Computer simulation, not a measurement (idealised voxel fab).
Process module heading - voxel double patterning
For reference, the cross-section in this document is cut, with width 210 nm and square cells of 5 nm.
Cross-section, as written here: a square-cell grid given band by band from the top down, where a band holds one or more rows of cells. Heads up on the band format: heights come first, top then bottom, in nm. After that it's the materials left to right, each with its width in nm. A single material flagged "all across" fills the whole band edge to edge, and "blank" means there's empty space there. We count height from 0. Below that, the starting wafer is all one material. The lowest band never ends at the bottom but goes on down; see "from 0 down" for how that is written. With a width like "30 to 40", each row of cells in the band differs from the next by the same amount, the top row carrying the first number and the bottom row the second. Any step labelled "all unchanged" changed none of the cells in the cross-section. Any empty space of 8 cells or more lacking an open way to the top shows up in "Closed-off voids" as width x height at distance, distance from the left edge, in nm. The remark found on a step's line after its settings is issued by the simulator itself and pertains to that step. Among the settings permitted on a step's line is "overlay nm"; applied to a step with a mask, it specifies the extent to which the mask lay to the right of its planned position, whereas a negative figure signifies a position to the left.
[Steps in the process plan]
| 1 | op RECEIVE | material Si |
| 2 | op CONFORMAL_DEP | material SiO2 | thk nm 10 |
| 3 | op DIRECTIONAL_DEP | material polySi | thk nm 10 |
| 4 | op DIRECTIONAL_DEP | material SiN | thk nm 5 |
| 5 | op PATTERN | tone open | mask id FIRST | material resist | width nm 15 | pitch nm 50 | thk nm 15 | overlay nm 0 |
| 6 | op DIRECTIONAL_ETCH | etch materials SiN | depth nm 5 |
| 7 | op STRIP | etch materials resist |
| 8 | op DIRECTIONAL_DEP | material aC | thk nm 10 |
| 9 | op PATTERN | tone open | mask id SECOND | material resist | width nm 15 | pitch nm 50 | thk nm 25 | overlay nm 0 |
| 10 | op DIRECTIONAL_ETCH | etch materials aC | depth nm 10 |
| 11 | op STRIP | etch materials resist |
| 12 | op DIRECTIONAL_ETCH | etch materials SiN | depth nm 5 |
| 13 | op STRIP | etch materials aC |
| 14 | op DIRECTIONAL_ETCH | etch materials polySi | depth nm 10 |
| 15 | op STRIP | etch materials SiN |
[Cross-section, incoming material, after step 1]
* from 0 down | Si all across
* Closed-off voids: none
[Module complete, cross-section. Starting point and plan per above. One mistake made in running the module]
* from 25 to 20 | SiO2 all across
* from 20 to 10 | polySi all across
* from 10 to 0 | SiO2 all across
* from 0 down | Si all across
* Closed-off voids: none
Here's what went sideways: for step 4, the planned setting was not used; the step was instead run as op DIRECTIONAL_DEP | material SiO2 | thk nm 5
